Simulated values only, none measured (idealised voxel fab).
process module | voxel fin reveal
cross-section cut | 200 nm wide | cells 5 nm
A cross-section is a grid of square cells, given in bands from the top down. A band is one or more rows of cells.
Each band's line starts with the height of the band's top and of its bottom, in nm. Then come its materials from left to right, each with its width in nm. One material with "throughout" fills the band from edge to edge. "air" is empty space.
Height 0 is the level under which the wafer as received is all one material. The lowest band goes on downwards, as in "0 down".
A width such as "30 to 40" changes by the same amount from each row of cells to the next, from the band's top row to its bottom row.
"no change" after a step means that no cell of the cross-section changed.
closed voids: empty space of 8 cells or more with no open way to the top, each as width x height at its distance from the left edge, in nm
after a step's settings: what the simulator itself notes on the step
overlay nm, on a step with a mask: how far to the right of its planned place the mask lay; to the left if negative
plan
1 op RECEIVE | material Si
2 op CONFORMAL_DEP | material SiN | thk nm 10
3 op MASKED_ETCH | tone cover | mask id FINS | width nm 15 | pitch nm 35 | etch materials SiN | depth nm 10 | overlay nm 0
4 op MASKED_ETCH | tone cover | mask id FINS | width nm 15 | pitch nm 35 | etch materials Si | depth nm 35 | overlay nm 0
5 op OXIDIZE | depth nm 5
6 op FILL_DEP | material SiO2 | thk nm 10
7 op CMP | height nm 10
8 op SELECTIVE_ETCH | etch materials SiO2 | depth nm 35
9 op STRIP | etch materials SiN
10 op CONFORMAL_DEP | material HfO2 | thk nm 5
first wafer, as planned
as received, after step 1
  0 down: Si throughout
  closed voids: none
after step 2
  10 to 0: SiN throughout
  below 0: unchanged
after step 3
  10 to 0: air 40 | SiN 15 | air 20 | SiN 15 | air 20 | SiN 15 | air 20 | SiN 15 | air 40
  below 0: unchanged
after step 4
  10 to 0: air 40 | SiN 15 | air 20 | SiN 15 | air 20 | SiN 15 | air 20 | SiN 15 | air 40
  0 to -35: air 40 | Si 15 | air 20 | Si 15 | air 20 | Si 15 | air 20 | Si 15 | air 40
  below -35: unchanged
after step 5
  10 to 0: air 40 | SiN 15 | air 20 | SiN 15 | air 20 | SiN 15 | air 20 | SiN 15 | air 40
  0 to -35: air 40 | SiO2 5 | Si 5 | SiO2 5 | air 20 | SiO2 5 | Si 5 | SiO2 5 | air 20 | SiO2 5 | Si 5 | SiO2 5 | air 20 | SiO2 5 | Si 5 | SiO2 5 | air 40
  -35 to -40: SiO2 45 | Si 5 | SiO2 30 | Si 5 | SiO2 30 | Si 5 | SiO2 30 | Si 5 | SiO2 45
  below -40: unchanged
after step 6
  20 to 10: SiO2 throughout
  10 to 0: SiO2 40 | SiN 15 | SiO2 20 | SiN 15 | SiO2 20 | SiN 15 | SiO2 20 | SiN 15 | SiO2 40
  0 to -40: SiO2 45 | Si 5 | SiO2 30 | Si 5 | SiO2 30 | Si 5 | SiO2 30 | Si 5 | SiO2 45
  below -40: unchanged
after step 7
  10 to 0: SiO2 40 | SiN 15 | SiO2 20 | SiN 15 | SiO2 20 | SiN 15 | SiO2 20 | SiN 15 | SiO2 40
  below 0: unchanged
after step 8
  10 to 0: air 40 | SiN 15 | air 20 | SiN 15 | air 20 | SiN 15 | air 20 | SiN 15 | air 40
  0 to -25: air 45 | Si 5 | air 30 | Si 5 | air 30 | Si 5 | air 30 | Si 5 | air 45
  below -25: unchanged
after step 9
  0 to -25: air 45 | Si 5 | air 30 | Si 5 | air 30 | Si 5 | air 30 | Si 5 | air 45
  below -25: unchanged
after step 10
  5 to 0: air 40 | HfO2 15 | air 20 | HfO2 15 | air 20 | HfO2 15 | air 20 | HfO2 15 | air 40
  0 to -20: air 40 | HfO2 5 | Si 5 | HfO2 5 | air 20 | HfO2 5 | Si 5 | HfO2 5 | air 20 | HfO2 5 | Si 5 | HfO2 5 | air 20 | HfO2 5 | Si 5 | HfO2 5 | air 40
  -20 to -25: HfO2 45 | Si 5 | HfO2 30 | Si 5 | HfO2 30 | Si 5 | HfO2 30 | Si 5 | HfO2 45
  below -25: unchanged
second wafer: like start, like plan, one mistake. Through step 9 it matches the first wafer
when step 10 should have ended: no change
what went wrong: step 10 was left out
at the end the second wafer has, in cells: 80 fewer of HfO2
